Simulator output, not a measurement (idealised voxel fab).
process module | voxel transistor to metal
cross-section cut | 145 nm wide | cells 5 nm
A cross-section is a grid of square cells, given in bands from the top down. A band is one or more rows of cells.
Each band's line starts with the height of the band's top and of its bottom, in nm. Then come its materials from left to right, each with its width in nm. One material with "throughout" fills the band from edge to edge. "air" is empty space.
Height 0 is the level under which the wafer as received is all one material. The lowest band goes on downwards, as in "0 down".
A width such as "30 to 40" changes by the same amount from each row of cells to the next, from the band's top row to its bottom row.
"no change" after a step means that no cell of the cross-section changed.
closed voids: empty space of 8 cells or more with no open way to the top, each as width x height at its distance from the left edge, in nm
after a step's settings: what the simulator itself notes on the step
overlay nm, on a step with a mask: how far to the right of its planned place the mask lay; to the left if negative
plan
1 op RECEIVE | material Si
2 op CONFORMAL_DEP | material SiO2 | thk nm 5
3 op CONFORMAL_DEP | material SiN | thk nm 10
4 op MASKED_ETCH | tone cover | mask id ACTIVE | width nm 95 | etch materials SiN | depth nm 10 | overlay nm 0
5 op MASKED_ETCH | tone cover | mask id ACTIVE | width nm 95 | etch materials SiO2 | depth nm 5 | overlay nm 0
6 op MASKED_ETCH | tone cover | mask id ACTIVE | width nm 95 | etch materials Si | depth nm 35 | overlay nm 0
7 op OXIDIZE | depth nm 5
8 op FILL_DEP | material SiO2 | thk nm 15
9 op CMP | height nm 15
10 op SELECTIVE_ETCH | etch materials SiO2 | depth nm 10
11 op STRIP | etch materials SiN
12 op SELECTIVE_ETCH | etch materials SiO2 | depth nm 5
13 op OXIDIZE | depth nm 5
14 op DIRECTIONAL_DEP | material polySi | thk nm 30
15 op DIRECTIONAL_DEP | material SiCN | thk nm 10
16 op MASKED_ETCH | tone cover | mask id GATE | width nm 25 | etch materials SiCN | depth nm 20 | overlay nm 0
17 op MASKED_ETCH | tone cover | mask id GATE | width nm 25 | etch materials polySi | depth nm 40 | overlay nm 0
18 op CONFORMAL_DEP | material SiN | thk nm 5
19 op DIRECTIONAL_ETCH | etch materials SiN | depth nm 5
20 op DIRECTIONAL_ETCH | etch materials SiO2 | depth nm 5
21 op EPI | material SiGe | thk nm 5
22 op FILL_DEP | material SiO2 | thk nm 5
23 op CMP | height nm 40
24 op DIRECTIONAL_DEP | material SiO2 | thk nm 10
25 op PATTERN | tone open | mask id CONTACT | material resist | width nm 15 | pitch nm 70 | thk nm 20 | overlay nm 0
26 op DIRECTIONAL_ETCH | etch materials SiO2 | depth nm 50
27 op STRIP | etch materials resist
28 op CONFORMAL_DEP | material TiN | thk nm 5
29 op FILL_DEP | material W | thk nm 10
30 op CMP | height nm 50
31 op CONFORMAL_DEP | material SiCN | thk nm 5
32 op DIRECTIONAL_DEP | material lowk | thk nm 25
33 op DIRECTIONAL_DEP | material aC | thk nm 15
34 op PATTERN | tone open | mask id METAL_1 | material resist | width nm 15 | pitch nm 70 | thk nm 30 | overlay nm 0
35 op DIRECTIONAL_ETCH | etch materials aC | depth nm 15
36 op STRIP | etch materials resist
37 op DIRECTIONAL_ETCH | etch materials lowk | depth nm 25
38 op DIRECTIONAL_ETCH | etch materials SiCN | depth nm 5
39 op STRIP | etch materials aC
40 op CONFORMAL_DEP | material TiN | thk nm 5
41 op FILL_DEP | material Ru | thk nm 10
42 op CMP | height nm 80
43 op CONFORMAL_DEP | material SiCN | thk nm 5
44 op DIRECTIONAL_DEP | material lowk | thk nm 35
45 op PATTERN | tone open | mask id METAL_2 | material resist | width nm 15 | pitch nm 70 | thk nm 15 | overlay nm 0
46 op DIRECTIONAL_ETCH | etch materials lowk | depth nm 20
47 op STRIP | etch materials resist
48 op MASKED_ETCH | tone open | mask id METAL_2_HOLES | width nm 15 | pitch nm 70 | etch materials lowk | depth nm 15 | overlay nm 0
49 op MASKED_ETCH | tone open | mask id METAL_2_HOLES | width nm 15 | pitch nm 70 | etch materials SiCN | depth nm 5 | overlay nm 0
50 op CONFORMAL_DEP | material TiN | thk nm 5
51 op FILL_DEP | material Ru | thk nm 10
52 op CMP | height nm 120
53 op CONFORMAL_DEP | material SiN | thk nm 5
as received, after step 1
  0 down: Si throughout
  closed voids: none
first wafer at the end, as planned
  125 to 120: SiN throughout
  120 to 85: lowk 30 | TiN 5 | Ru 5 | TiN 5 | lowk 55 | TiN 5 | Ru 5 | TiN 5 | lowk 30
  85 to 80: SiCN 30 | TiN 15 | SiCN 55 | TiN 15 | SiCN 30
  80 to 55: lowk 30 | TiN 5 | Ru 5 | TiN 5 | lowk 55 | TiN 5 | Ru 5 | TiN 5 | lowk 30
  55 to 50: SiCN 30 | TiN 15 | SiCN 55 | TiN 15 | SiCN 30
  50 to 40: SiO2 30 | TiN 5 | W 5 | TiN 5 | SiO2 55 | TiN 5 | W 5 | TiN 5 | SiO2 30
  40 to 30: SiO2 30 | TiN 5 | W 5 | TiN 5 | SiO2 10 | SiN 5 | SiCN 25 | SiN 5 | SiO2 10 | TiN 5 | W 5 | TiN 5 | SiO2 30
  30 to 5: SiO2 30 | TiN 5 | W 5 | TiN 5 | SiO2 10 | SiN 5 | polySi 25 | SiN 5 | SiO2 10 | TiN 5 | W 5 | TiN 5 | SiO2 30
  5 to 0: SiO2 30 | TiN 15 | SiO2 10 | SiN 5 | polySi 25 | SiN 5 | SiO2 10 | TiN 15 | SiO2 30
  0 to -5: SiO2 25 | SiGe 30 | SiO2 35 | SiGe 30 | SiO2 25
  -5 to -40: SiO2 30 | Si 85 | SiO2 30
  -40 down: Si throughout
  closed voids: none
second wafer at the end: like start, like plan, one mistake
  125 to 120: SiN throughout
  120 to 85: lowk 30 | TiN 5 | Ru 5 | TiN 5 | lowk 55 | TiN 5 | Ru 5 | TiN 5 | lowk 30
  85 to 80: SiCN 30 | TiN 15 | SiCN 55 | TiN 15 | SiCN 30
  80 to 55: lowk 30 | TiN 5 | Ru 5 | TiN 5 | lowk 55 | TiN 5 | Ru 5 | TiN 5 | lowk 30
  55 to 50: SiCN 30 | TiN 15 | SiCN 55 | TiN 15 | SiCN 30
  50 to 45: W 25 | TiN 5 | SiO2 15 | TiN 5 | W 45 | TiN 5 | SiO2 15 | TiN 5 | W 25
  45 to 40: W 25 | TiN 5 | SiO2 15 | TiN 55 | SiO2 15 | TiN 5 | W 25
  40 to 30: W 25 | TiN 5 | SiO2 15 | TiN 10 | SiN 5 | SiCN 25 | SiN 5 | TiN 10 | SiO2 15 | TiN 5 | W 25
  30 to 5: W 25 | TiN 5 | SiO2 15 | TiN 10 | SiN 5 | polySi 25 | SiN 5 | TiN 10 | SiO2 15 | TiN 5 | W 25
  5 to 0: TiN 30 | SiO2 15 | TiN 10 | SiN 5 | polySi 25 | SiN 5 | TiN 10 | SiO2 15 | TiN 30
  0 to -5: SiO2 25 | SiGe 30 | SiO2 35 | SiGe 30 | SiO2 25
  -5 to -40: SiO2 30 | Si 85 | SiO2 30
  -40 down: Si throughout
  closed voids: none
what went wrong: step 25 ran as: op PATTERN | tone cover | mask id CONTACT | material resist | width nm 15 | pitch nm 70 | thk nm 20 | overlay nm 0
at the end the second wafer has, in cells: 114 fewer of SiO2 | 33 more of TiN | 81 more of W
